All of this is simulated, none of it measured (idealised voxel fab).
process module | voxel tone inversion
cross-section cut | 195 nm wide | cells 5 nm
A cross-section is a grid of square cells, given in bands from the top down. A band is one or more rows of cells.
Each band's line starts with the height of the band's top and of its bottom, in nm. Then come its materials from left to right, each with its width in nm. One material with "throughout" fills the band from edge to edge. "air" is empty space.
Height 0 is the level under which the wafer as received is all one material. The lowest band goes on downwards, as in "0 down".
A width such as "30 to 40" changes by the same amount from each row of cells to the next, from the band's top row to its bottom row.
"no change" after a step means that no cell of the cross-section changed.
closed voids: empty space of 8 cells or more with no open way to the top, each as width x height at its distance from the left edge, in nm
after a step's settings: what the simulator itself notes on the step
overlay nm, on a step with a mask: how far to the right of its planned place the mask lay; to the left if negative
plan
1 op RECEIVE | material Si
2 op CONFORMAL_DEP | material SiCN | thk nm 10
3 op DIRECTIONAL_DEP | material aC | thk nm 15
4 op PATTERN | tone cover | mask id POSTS | material resist | width nm 25 | pitch nm 55 | thk nm 25 | overlay nm 0
5 op DIRECTIONAL_ETCH | etch materials aC | depth nm 15
6 op STRIP | etch materials resist
7 op FILL_DEP | material lowk | thk nm 5
8 op CMP | height nm 25
9 op STRIP | etch materials aC
as received, after step 1
  0 down: Si throughout
  closed voids: none
a wafer at the end: this start, this plan, one mistake
  25 to 10: air 30 | lowk 25 | air 30 | lowk 25 | air 30 | lowk 25 | air 30
  10 to 0: SiCN throughout
  0 down: Si throughout
  closed voids: none
what went wrong: step 4 ran as: op PATTERN | tone open | mask id POSTS | material resist | width nm 25 | pitch nm 55 | thk nm 25 | overlay nm 0
